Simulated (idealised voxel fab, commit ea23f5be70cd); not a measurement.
This section sets out a process module, namely voxel spacer lines.
cross-section cut | 280 nm wide | cells 5 nm
Cross-section layout: square cells on a grid; listed as bands, top to bottom; a band spans one or more cell rows.
Within each band entry, the heights of the top and of the bottom of the band appear first, in that order and in nm; the materials of the band then follow from left to right, each with its corresponding width in nm. The designation "edge to edge" on a single material indicates that it fills the band from edge to edge; the designation "air" indicates empty space.
Heights are reckoned from 0. Under this level, the received wafer is all of one material. The bottommost band is open-ended downward, for example "0 -> down".
Think of "30->40" as a width that walks from the first number to the second as you go down the band, top row to bottom row, taking equal-sized steps from row to row.
You'll sometimes find "stayed the same" written for a step, and that's the way of saying that nowhere in the cross-section did a cell change during that step.
In "closed voids" the enclosed voids are listed, meaning empty spaces of 8 cells or larger without any opening to the top. The form is width x height at distance, distance from the left edge, units nm.
Where a step's line continues beyond its settings, the continuation is a remark by the simulator itself on that step.
A step line may carry the setting "overlay nm", which, for steps involving a mask, states the distance by which the mask lay to the right of its intended position; negative values denote displacement to the left.

Here's what the planned process steps look like:
1 RECEIVE (material Si)
2 CONFORMAL_DEP (material Al2O3; thk nm 5)
3 DIRECTIONAL_DEP (material SiN; thk nm 20)
4 DIRECTIONAL_DEP (material polySi; thk nm 25)
5 PATTERN (tone cover; mask id MANDREL; material resist; width nm 20; pitch nm 60; thk nm 30; overlay nm 0)
6 DIRECTIONAL_ETCH (etch materials polySi; depth nm 25)
7 STRIP (etch materials resist)
8 CONFORMAL_DEP (material SiO2; thk nm 10)
9 DIRECTIONAL_ETCH (etch materials SiO2; depth nm 10)
10 STRIP (etch materials polySi)
11 DIRECTIONAL_ETCH (etch materials SiN; depth nm 20)
12 STRIP (etch materials SiO2)

Wafer as received: cross-section following step 1:
> 0 -> down = Si edge to edge
> closed voids: none

Cross-section, first of two wafers, end of module, run as planned:
> 25 -> 5 = air (60); SiN (10); air (20); SiN (10); air (20); SiN (10); air (20); SiN (10); air (20); SiN (10); air (20); SiN (10); air (60)
> 5 -> 0 = Al2O3 edge to edge
> 0 -> down = Si edge to edge
> closed voids: none

Cross-sectional view: second of two wafers, end of module; start and plan identical to the first, one mistake in running:
> 20 -> 0 = air (60); SiN (10); air (20); SiN (10); air (20); SiN (10); air (20); SiN (10); air (20); SiN (10); air (20); SiN (10); air (60)
> 0 -> down = Si edge to edge
> closed voids: none
Finding, execution versus plan: execution of step 2 of the plan did not take place, the step having been omitted
Looking at both finished wafers in cells, the second ends up ahead of or behind the first on some materials: -56 Al2O3
